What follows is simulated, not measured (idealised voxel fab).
You're looking at the process module voxel capacitor over wiring.
In the cross-section labelled cut, the width is 240 nm and each square cell is 5 nm.
A cross-section is written here as square cells arranged in a grid, and it is given in bands from the top down, each band taking up one or more rows of cells.
Quick guide to a band line: top height, bottom height (nm) up front; then every material left to right with its width in nm. Only one material and it's marked "everywhere"? Then it fills the band edge to edge. And "empty" just means empty space.
The level at which height equals 0 is the one under which the wafer, as it arrives, is entirely one material. No lower edge exists for the bottom band, which continues downward and is notated as in "0 down".
So if you see something like "30->40" for the width, read it as the top row of the band sitting at the first number and the bottom row at the second, with every row in between moving by the same amount as the last.
For the purposes of this document, the phrase "nothing was modified" attached to a step denotes that no cell within the cross-section was modified by that step.
You'll see "Voids, enclosed" listing empty spaces that have no way open to the top, as long as they're 8 cells or more; the notation is width x height at distance, where the distance is from the left edge, and all of it is in nm.
Heads up: the bit after the settings on a step's line is the simulator's remark on that step.
A step line may carry the setting "overlay nm", which, for steps involving a mask, states the distance by which the mask lay to the right of its intended position; negative values denote displacement to the left.

**plan**
step 1: RECEIVE: material Si
step 2: CONFORMAL_DEP: material SiO2, thk nm 10
step 3: DIRECTIONAL_DEP: material TiN, thk nm 5
step 4: DIRECTIONAL_DEP: material W, thk nm 15
step 5: DIRECTIONAL_DEP: material aC, thk nm 10
step 6: PATTERN: tone cover, mask id METAL_1, material resist, width nm 30, pitch nm 95, thk nm 25, overlay nm 0
step 7: DIRECTIONAL_ETCH: etch materials aC, depth nm 10
step 8: STRIP: etch materials resist
step 9: DIRECTIONAL_ETCH: etch materials W, depth nm 15
step 10: DIRECTIONAL_ETCH: etch materials TiN, depth nm 5
step 11: STRIP: etch materials aC
step 12: CONFORMAL_DEP: material SiN, thk nm 5
step 13: FILL_DEP: material lowk, thk nm 5
step 14: CMP: height nm 30
step 15: CONFORMAL_DEP: material SiCN, thk nm 5
step 16: DIRECTIONAL_DEP: material lowk, thk nm 10
step 17: PATTERN: tone open, mask id PLUG_1, material resist, width nm 15, thk nm 20, overlay nm 0
step 18: DIRECTIONAL_ETCH: etch materials lowk, depth nm 10
step 19: DIRECTIONAL_ETCH: etch materials SiCN, depth nm 5
step 20: STRIP: etch materials resist
step 21: CONFORMAL_DEP: material TiN, thk nm 5
step 22: FILL_DEP: material Ru, thk nm 5
step 23: CMP: height nm 45
step 24: DIRECTIONAL_DEP: material TiN, thk nm 5
step 25: DIRECTIONAL_DEP: material Al2O3, thk nm 5
step 26: DIRECTIONAL_DEP: material TiN, thk nm 5
step 27: DIRECTIONAL_DEP: material aC, thk nm 15
step 28: PATTERN: tone cover, mask id UPPER_PLATE, material resist, width nm 70, thk nm 35, overlay nm 0
step 29: DIRECTIONAL_ETCH: etch materials aC, depth nm 15
step 30: STRIP: etch materials resist
step 31: DIRECTIONAL_ETCH: etch materials TiN, depth nm 5
step 32: DIRECTIONAL_ETCH: etch materials Al2O3, depth nm 5
step 33: STRIP: etch materials aC
step 34: MASKED_ETCH: tone cover, mask id LOWER_PLATE, width nm 80, etch materials TiN, depth nm 5, overlay nm 0
step 35: FILL_DEP: material SiO2, thk nm 20
step 36: CMP: height nm 75
step 37: MASKED_ETCH: tone open, mask id PLUG_2, width nm 15, etch materials SiO2, depth nm 15, overlay nm 0
step 38: CONFORMAL_DEP: material TiN, thk nm 5
step 39: FILL_DEP: material Ru, thk nm 5
step 40: CMP: height nm 75
step 41: CONFORMAL_DEP: material SiN, thk nm 5
Wafer-to-wafer difference: width nm, step 17. Common start. Plan = first wafer's value.

**The first of several wafers in cross-section, exactly as it reached us after step 1**
	0 down: Si everywhere
	Voids, enclosed: none

**Below is a per-wafer table. In it, each row describes the wafer at the end of the module by giving, for each material, the number of cells gained (+) or lost (-) since the wafer was received, and after that the closed voids of the wafer**
width nm 15; +14 Al2O3; +4 Ru; +45 SiCN; +96 SiN; +331 SiO2; +56 TiN; +36 W; +186 lowk; Voids, enclosed: none
width nm 20; +14 Al2O3; +6 Ru; +44 SiCN; +96 SiN; +331 SiO2; +57 TiN; +36 W; +184 lowk; Voids, enclosed: none
width nm 25; +14 Al2O3; +8 Ru; +43 SiCN; +96 SiN; +331 SiO2; +58 TiN; +36 W; +182 lowk; Voids, enclosed: none
width nm 30; +14 Al2O3; +10 Ru; +42 SiCN; +96 SiN; +331 SiO2; +59 TiN; +36 W; +180 lowk; Voids, enclosed: none
